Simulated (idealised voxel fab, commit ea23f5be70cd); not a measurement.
Process module in this document: voxel double patterning
It is cross-section cut that appears here, measuring 290 nm in width, its square cells being 5 nm in size.
Just so we're on the same page, the cross-sections are grids of square cells, and they're listed out in bands top to bottom, each band one or more rows deep. Band: top height; bottom height; in nm. Then, left to right: material with width in nm, for each material. "all across": a single material spanning edge to edge. "empty": empty space. Counting heights begins at 0, where everything beneath is, in the wafer as received, one material. The lowest band has no bottom; it goes on downwards, as "z 0 and below" shows. A two-number width, for instance "30 to 40", indicates that the width is equal to the first number in the top row of the band and to the second number in the bottom row, and that it changes by a constant amount per row of cells. Key: "all unchanged" - step with no changed cell in the cross-section. For the entry "Enclosed cavity list", the listed items are empty spaces with no open way to the top whose size is 8 cells or more; each item follows the pattern width x height at distance, where distance is from the left edge and all three are in nm. The remark found on a step's line after its settings is issued by the simulator itself and pertains to that step. "overlay nm" answers the question of how far to the right of plan the mask lay on a step that has a mask, and when it is negative the answer is to the left.

### These are the steps we planned for the process
1. RECEIVE, material Si
2. CONFORMAL_DEP, material SiO2, thk nm 10
3. DIRECTIONAL_DEP, material TiN, thk nm 10
4. DIRECTIONAL_DEP, material SiN, thk nm 10
5. DIRECTIONAL_DEP, material aC, thk nm 15
6. PATTERN, tone open, mask id FIRST, material resist, width nm 15, pitch nm 50, thk nm 30, overlay nm 0
7. DIRECTIONAL_ETCH, etch materials aC, depth nm 15
8. STRIP, etch materials resist
9. DIRECTIONAL_ETCH, etch materials SiN, depth nm 10
10. STRIP, etch materials aC
11. PATTERN, tone open, mask id SECOND, material resist, width nm 15, thk nm 20, overlay nm 0
12. DIRECTIONAL_ETCH, etch materials SiN, depth nm 10
13. STRIP, etch materials resist
14. DIRECTIONAL_ETCH, etch materials TiN, depth nm 10
15. STRIP, etch materials SiN

### Cross-sectional view of the wafer in its as-received condition, corresponding to the state after step 1
z 0 and below = Si all across
Enclosed cavity list: none

### Post-module cross-section: identical start and plan to those above, one misstep in execution
z 20 to 10 = 110 of TiN  15 of empty  5 of TiN  25 of empty  5 of TiN  15 of empty  115 of TiN
z 10 to 0 = SiO2 all across
z 0 and below = Si all across
Enclosed cavity list: none
Short version of what went wrong: contrary to plan, step 11 was performed as PATTERN, tone open, mask id SECOND, material resist, width nm 25, thk nm 20, overlay nm 0
